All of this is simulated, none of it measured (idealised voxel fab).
Process module heading - voxel wiring stack
Xsec cut, 275 nm wide, square cell size 5 nm.
Cross-sections here: square-cell grids, written as top-down lists of bands, a band being one or more rows of cells.
For a band, the entry starts with two heights in nm, that of the top and then that of the bottom, and carries on with the band's materials in order from left to right, each alongside its width in nm; the word "everywhere" beside a single material means it fills the band edge to edge, and "empty" means empty space.
Measure heights from 0. That's the level where, below it, the as-received wafer is all one material. The lowest band is bottomless and extends downward; write it as in "from 0 down".
Per-row width for "30 to 40": begins at first number (top row of band), ends at second number (bottom row), increment between rows held constant.
Take "left unchanged" at face value: in the step it is given for, the cross-section changed in none of its cells.
Enclosed voids (no open way to top), threshold 8 cells or more, entry "Trapped voids", notation width x height at distance, distance from left edge, nm.
Whatever follows a step's settings on its line is a remark the simulator itself makes about that step.
For masked steps, "overlay nm" on the step line gives how far right of plan the mask actually lay; a minus sign means it lay to the left.

Intended process steps
| 1 | RECEIVE with material Si |
| 2 | CONFORMAL_DEP with material SiO2, thk nm 15 |
| 3 | DIRECTIONAL_DEP with material TiN, thk nm 5 |
| 4 | DIRECTIONAL_DEP with material Ru, thk nm 25 |
| 5 | PATTERN with tone cover, mask id METAL_1, material resist, width nm 25, pitch nm 40, thk nm 20, overlay nm 0 |
| 6 | DIRECTIONAL_ETCH with etch materials Ru, depth nm 25 |
| 7 | DIRECTIONAL_ETCH with etch materials TiN, depth nm 5 |
| 8 | STRIP with etch materials resist |
| 9 | FILL_DEP with material lowk, thk nm 10 |
| 10 | CMP with height nm 45 |
| 11 | CONFORMAL_DEP with material SiCN, thk nm 5 |
| 12 | DIRECTIONAL_DEP with material SiO2, thk nm 30 |
| 13 | DIRECTIONAL_DEP with material aC, thk nm 10 |
| 14 | PATTERN with tone open, mask id METAL_2, material resist, width nm 25, pitch nm 40, thk nm 30, overlay nm -15 |
| 15 | DIRECTIONAL_ETCH with etch materials aC, depth nm 10 |
| 16 | STRIP with etch materials resist |
| 17 | DIRECTIONAL_ETCH with etch materials SiO2, depth nm 20 |
| 18 | STRIP with etch materials aC |
| 19 | DIRECTIONAL_DEP with material aC, thk nm 15 |
| 20 | PATTERN with tone open, mask id METAL_2_HOLES, material resist, width nm 15, pitch nm 80, thk nm 35, overlay nm 0 |
| 21 | DIRECTIONAL_ETCH with etch materials aC, depth nm 15 |
| 22 | STRIP with etch materials resist |
| 23 | DIRECTIONAL_ETCH with etch materials SiO2, depth nm 10 |
| 24 | DIRECTIONAL_ETCH with etch materials SiCN, depth nm 5 |
| 25 | STRIP with etch materials aC |
| 26 | CONFORMAL_DEP with material TiN, thk nm 5 |
| 27 | FILL_DEP with material Cu, thk nm 10 |
| 28 | CMP with height nm 80 |
| 29 | CONFORMAL_DEP with material SiCN, thk nm 5 |
| 30 | DIRECTIONAL_DEP with material SiO2, thk nm 30 |
| 31 | PATTERN with tone open, mask id METAL_3, material resist, width nm 25, pitch nm 40, thk nm 15, overlay nm 0 |
| 32 | DIRECTIONAL_ETCH with etch materials SiO2, depth nm 20 |
| 33 | STRIP with etch materials resist |
| 34 | DIRECTIONAL_DEP with material aC, thk nm 10 |
| 35 | PATTERN with tone open, mask id METAL_3_HOLES, material resist, width nm 15, pitch nm 80, thk nm 25, overlay nm 0 |
| 36 | DIRECTIONAL_ETCH with etch materials aC, depth nm 10 |
| 37 | STRIP with etch materials resist |
| 38 | DIRECTIONAL_ETCH with etch materials SiO2, depth nm 10 |
| 39 | DIRECTIONAL_ETCH with etch materials SiCN, depth nm 5 |
| 40 | STRIP with etch materials aC |
| 41 | CONFORMAL_DEP with material TiN, thk nm 5 |
| 42 | FILL_DEP with material Ru, thk nm 5 |
| 43 | CMP with height nm 115 |
| 44 | CONFORMAL_DEP with material SiCN, thk nm 5 |
| 45 | DIRECTIONAL_DEP with material SiO2, thk nm 30 |
| 46 | PATTERN with tone open, mask id METAL_4_HOLES, material resist, width nm 15, pitch nm 40, thk nm 20, overlay nm 0 |
| 47 | DIRECTIONAL_ETCH with etch materials SiO2, depth nm 30 |
| 48 | STRIP with etch materials resist |
| 49 | PATTERN with tone open, mask id METAL_4, material resist, width nm 25, pitch nm 40, thk nm 20, overlay nm 0 |
| 50 | DIRECTIONAL_ETCH with etch materials SiO2, depth nm 20 |
| 51 | DIRECTIONAL_ETCH with etch materials SiCN, depth nm 5 |
| 52 | STRIP with etch materials resist |
| 53 | CONFORMAL_DEP with material TiN, thk nm 5 |
| 54 | FILL_DEP with material Cu, thk nm 5 |
| 55 | CMP with height nm 150 |
| 56 | CONFORMAL_DEP with material SiCN, thk nm 5 |
The plan's step 14 overlay nm is the first wafer's value; the wafers differ in this setting and start identical.

Cross-sectional view of the first of several wafers in the as-received condition, corresponding to the state following step 1
from 0 down  Si everywhere
Trapped voids: none

Shown in cross-section: the first of several wafers at the end of the module, after its last step, step 56
from 155 to 150  SiCN everywhere
from 150 to 135  85 of SiO2; 5 of TiN; 15 of Cu; 5 of TiN; 15 of SiO2; 5 of TiN; 15 of Cu; 5 of TiN; 15 of SiO2; 5 of TiN; 15 of Cu; 5 of TiN; 85 of SiO2
from 135 to 130  85 of SiO2; 5 of TiN; 5 of Cu; 15 of TiN; 15 of SiO2; 5 of TiN; 5 of Cu; 15 of TiN; 15 of SiO2; 5 of TiN; 5 of Cu; 15 of TiN; 85 of SiO2
from 130 to 120  85 of SiO2; 5 of TiN; 5 of Cu; 5 of TiN; 25 of SiO2; 5 of TiN; 5 of Cu; 5 of TiN; 25 of SiO2; 5 of TiN; 5 of Cu; 5 of TiN; 95 of SiO2
from 120 to 115  85 of SiCN; 15 of TiN; 25 of SiCN; 15 of TiN; 25 of SiCN; 15 of TiN; 95 of SiCN
from 115 to 100  85 of SiO2; 5 of TiN; 15 of Ru; 5 of TiN; 15 of SiO2; 5 of TiN; 15 of Ru; 5 of TiN; 15 of SiO2; 5 of TiN; 15 of Ru; 5 of TiN; 85 of SiO2
from 100 to 95  85 of SiO2; 5 of TiN; 5 of Ru; 15 of TiN; 15 of SiO2; 25 of TiN; 15 of SiO2; 5 of TiN; 5 of Ru; 15 of TiN; 85 of SiO2
from 95 to 85  85 of SiO2; 5 of TiN; 5 of Ru; 5 of TiN; 65 of SiO2; 5 of TiN; 5 of Ru; 5 of TiN; 95 of SiO2
from 85 to 80  85 of SiCN; 15 of TiN; 65 of SiCN; 15 of TiN; 95 of SiCN
from 80 to 70  70 of SiO2; 5 of TiN; 20 to 15 of Cu; 5 to 10 of TiN; 10 of SiO2; 5 of TiN; 15 of Cu; 5 of TiN; 15 of SiO2; 5 of TiN; 20 to 15 of Cu; 5 to 10 of TiN; 95 of SiO2
from 70 to 65  70 of SiO2; 5 of TiN; 15 of Cu; 5 of TiN; 15 of SiO2; 5 of TiN; 15 of Cu; 5 of TiN; 15 of SiO2; 5 of TiN; 15 of Cu; 5 of TiN; 100 of SiO2
from 65 to 60  70 of SiO2; 25 of TiN; 15 of SiO2; 25 of TiN; 15 of SiO2; 25 of TiN; 100 of SiO2
from 60 to 50  85 of SiO2; 10 of TiN; 70 of SiO2; 10 of TiN; 100 of SiO2
from 50 to 45  85 of SiCN; 10 of TiN; 70 of SiCN; 10 of TiN; 100 of SiCN
from 45 to 20  85 of lowk; 25 of Ru; 15 of lowk; 25 of Ru; 15 of lowk; 25 of Ru; 85 of lowk
from 20 to 15  85 of lowk; 25 of TiN; 15 of lowk; 25 of TiN; 15 of lowk; 25 of TiN; 85 of lowk
from 15 to 0  SiO2 everywhere
from 0 down  Si everywhere
Trapped voids: none

Last wafer of the set, cross-sectioned at end of module
from 155 to 150  SiCN everywhere
from 150 to 135  85 of SiO2; 5 of TiN; 15 of Cu; 5 of TiN; 15 of SiO2; 5 of TiN; 15 of Cu; 5 of TiN; 15 of SiO2; 5 of TiN; 15 of Cu; 5 of TiN; 85 of SiO2
from 135 to 130  85 of SiO2; 5 of TiN; 5 of Cu; 15 of TiN; 15 of SiO2; 5 of TiN; 5 of Cu; 15 of TiN; 15 of SiO2; 5 of TiN; 5 of Cu; 15 of TiN; 85 of SiO2
from 130 to 120  85 of SiO2; 5 of TiN; 5 of Cu; 5 of TiN; 25 of SiO2; 5 of TiN; 5 of Cu; 5 of TiN; 25 of SiO2; 5 of TiN; 5 of Cu; 5 of TiN; 95 of SiO2
from 120 to 115  85 of SiCN; 15 of TiN; 25 of SiCN; 15 of TiN; 25 of SiCN; 15 of TiN; 95 of SiCN
from 115 to 100  85 of SiO2; 5 of TiN; 15 of Ru; 5 of TiN; 15 of SiO2; 5 of TiN; 15 of Ru; 5 of TiN; 15 of SiO2; 5 of TiN; 15 of Ru; 5 of TiN; 85 of SiO2
from 100 to 95  85 of SiO2; 5 of TiN; 5 of Ru; 15 of TiN; 15 of SiO2; 25 of TiN; 15 of SiO2; 5 of TiN; 5 of Ru; 15 of TiN; 85 of SiO2
from 95 to 85  85 of SiO2; 5 of TiN; 5 of Ru; 5 of TiN; 65 of SiO2; 5 of TiN; 5 of Ru; 5 of TiN; 95 of SiO2
from 85 to 80  85 of SiCN; 15 of TiN; 65 of SiCN; 15 of TiN; 95 of SiCN
from 80 to 75  85 of SiO2; 5 of TiN; 30 of Cu; 5 of TiN; 15 of SiO2; 5 of TiN; 55 of Cu; 5 of TiN; 70 of SiO2
from 75 to 70  85 of SiO2; 20 of TiN; 15 of Cu; 5 of TiN; 15 of SiO2; 5 of TiN; 15 of Cu; 25 of TiN; 15 of Cu; 5 of TiN; 70 of SiO2
from 70 to 65  100 of SiO2; 5 of TiN; 15 of Cu; 5 of TiN; 15 of SiO2; 5 of TiN; 15 of Cu; 5 of TiN; 15 of SiO2; 5 of TiN; 15 of Cu; 5 of TiN; 70 of SiO2
from 65 to 60  100 of SiO2; 25 of TiN; 15 of SiO2; 25 of TiN; 15 of SiO2; 25 of TiN; 70 of SiO2
from 60 to 50  SiO2 everywhere
from 50 to 45  SiCN everywhere
from 45 to 20  85 of lowk; 25 of Ru; 15 of lowk; 25 of Ru; 15 of lowk; 25 of Ru; 85 of lowk
from 20 to 15  85 of lowk; 25 of TiN; 15 of lowk; 25 of TiN; 15 of lowk; 25 of TiN; 85 of lowk
from 15 to 0  SiO2 everywhere
from 0 down  Si everywhere
Trapped voids: none

Quick key for the table: a row per wafer, taken at the end of the module. For each material it tells you how many cells the wafer gained (+) or lost (-) since it came in, and the closed voids come after
overlay nm -15 | +65 Cu | +108 Ru | +201 SiCN | +933 SiO2 | +158 TiN | +240 lowk | Trapped voids: none
overlay nm -10 | +69 Cu | +108 Ru | +199 SiCN | +933 SiO2 | +156 TiN | +240 lowk | Trapped voids: none
overlay nm -5 | +69 Cu | +108 Ru | +199 SiCN | +933 SiO2 | +156 TiN | +240 lowk | Trapped voids: none
overlay nm 0 | +69 Cu | +108 Ru | +199 SiCN | +933 SiO2 | +156 TiN | +240 lowk | Trapped voids: none
overlay nm 5 | +65 Cu | +108 Ru | +201 SiCN | +933 SiO2 | +158 TiN | +240 lowk | Trapped voids: none
overlay nm 10 | +67 Cu | +108 Ru | +203 SiCN | +933 SiO2 | +154 TiN | +240 lowk | Trapped voids: none
overlay nm 15 | +71 Cu | +108 Ru | +205 SiCN | +933 SiO2 | +148 TiN | +240 lowk | Trapped voids: none
